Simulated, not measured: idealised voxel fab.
You're looking at the process module voxel ribs on slabs.
Displayed cross-section: cut, width of 205 nm, square cells sized 5 nm.
Each cross-section below is a grid of square cells, stated as bands in top-down order, with one or more rows of cells making up each band.
First you get the band's top height and its bottom height, in nm, and then the materials it's made of, left to right, with each width in nm. If you see a single material with "edge to edge", that one covers the band edge to edge. "empty" is empty space.
Zero point of the height axis is 0; under it, received wafer = one material. Lowest band: continues down indefinitely, "z 0 and below".
Width spec "30..40" -> top row of cells at first value, bottom row at second value, equal per-row change in between.
Where the words "same as before" appear for a step, the cross-section shows no cell changed by that step; every cell remained as before.
"Trapped void list" - sealed voids, min. 8 cells, no opening to top; format: width x height at distance (distance from left edge; nm throughout).
after a step's settings: what the simulator itself notes on the step
overlay nm: for a step with a mask, the amount by which the mask lay right of where it was planned; a negative amount means left of it.
[This section lists the process steps that were planned]
1,RECEIVE [material Si]
2,DIRECTIONAL_DEP [material SiO2] [thk nm 25]
3,DIRECTIONAL_DEP [material polySi] [thk nm 15]
4,DIRECTIONAL_DEP [material aC] [thk nm 15]
5,PATTERN [tone cover] [mask id RIB] [material resist] [width nm 25] [thk nm 35] [overlay nm 0]
6,DIRECTIONAL_ETCH [etch materials aC] [depth nm 15]
7,STRIP [etch materials resist]
8,DIRECTIONAL_ETCH [etch materials polySi] [depth nm 5]
9,STRIP [etch materials aC]
10,DIRECTIONAL_DEP [material aC] [thk nm 15]
11,PATTERN [tone cover] [mask id SLAB] [material resist] [width nm 85] [thk nm 30] [overlay nm 0]
12,DIRECTIONAL_ETCH [etch materials aC] [depth nm 15]
13,STRIP [etch materials resist]
14,DIRECTIONAL_ETCH [etch materials polySi] [depth nm 10]
15,STRIP [etch materials aC]
16,FILL_DEP [material SiO2] [thk nm 15]
17,CMP [height nm 50]
18,DIRECTIONAL_DEP [material TiN] [thk nm 10]
19,DIRECTIONAL_DEP [material aC] [thk nm 15]
20,PATTERN [tone cover] [mask id HEATER] [material resist] [width nm 35] [thk nm 35] [overlay nm 0]
21,DIRECTIONAL_ETCH [etch materials aC] [depth nm 15]
22,STRIP [etch materials resist]
23,DIRECTIONAL_ETCH [etch materials TiN] [depth nm 10]
24,STRIP [etch materials aC]
25,CONFORMAL_DEP [material SiN] [thk nm 10]
[Step 1 complete: cross-section of the wafer as received]
z 0 and below | Si edge to edge
Trapped void list: none
[End-of-module XS, first of two wafers, run as planned]
z 70 to 60 | empty (75) / SiN (55) / empty (75)
z 60 to 50 | SiN (85) / TiN (35) / SiN (85)
z 50 to 40 | SiO2 edge to edge
z 40 to 35 | SiO2 (90) / polySi (25) / SiO2 (90)
z 35 to 25 | SiO2 (60) / polySi (85) / SiO2 (60)
z 25 to 0 | SiO2 edge to edge
z 0 and below | Si edge to edge
Trapped void list: none
[Cross-sectional view of the second of two wafers upon completion of the module. This wafer shared its starting condition and process plan with the first; one error was made during its execution]
z 70 to 60 | empty (75) / SiN (55) / empty (75)
z 60 to 50 | SiN (85) / TiN (35) / SiN (85)
z 50 to 15 | SiO2 edge to edge
z 15 to 0 | polySi edge to edge
z 0 and below | Si edge to edge
Trapped void list: none
It is concluded that the wafer was processed incorrectly with respect to the plan, in that step 3 occupied the plan position of step 2, and the converse holds as well
Cell-count delta at end, second wafer over first, by material: SiO2: 84 fewer, polySi: 84 more
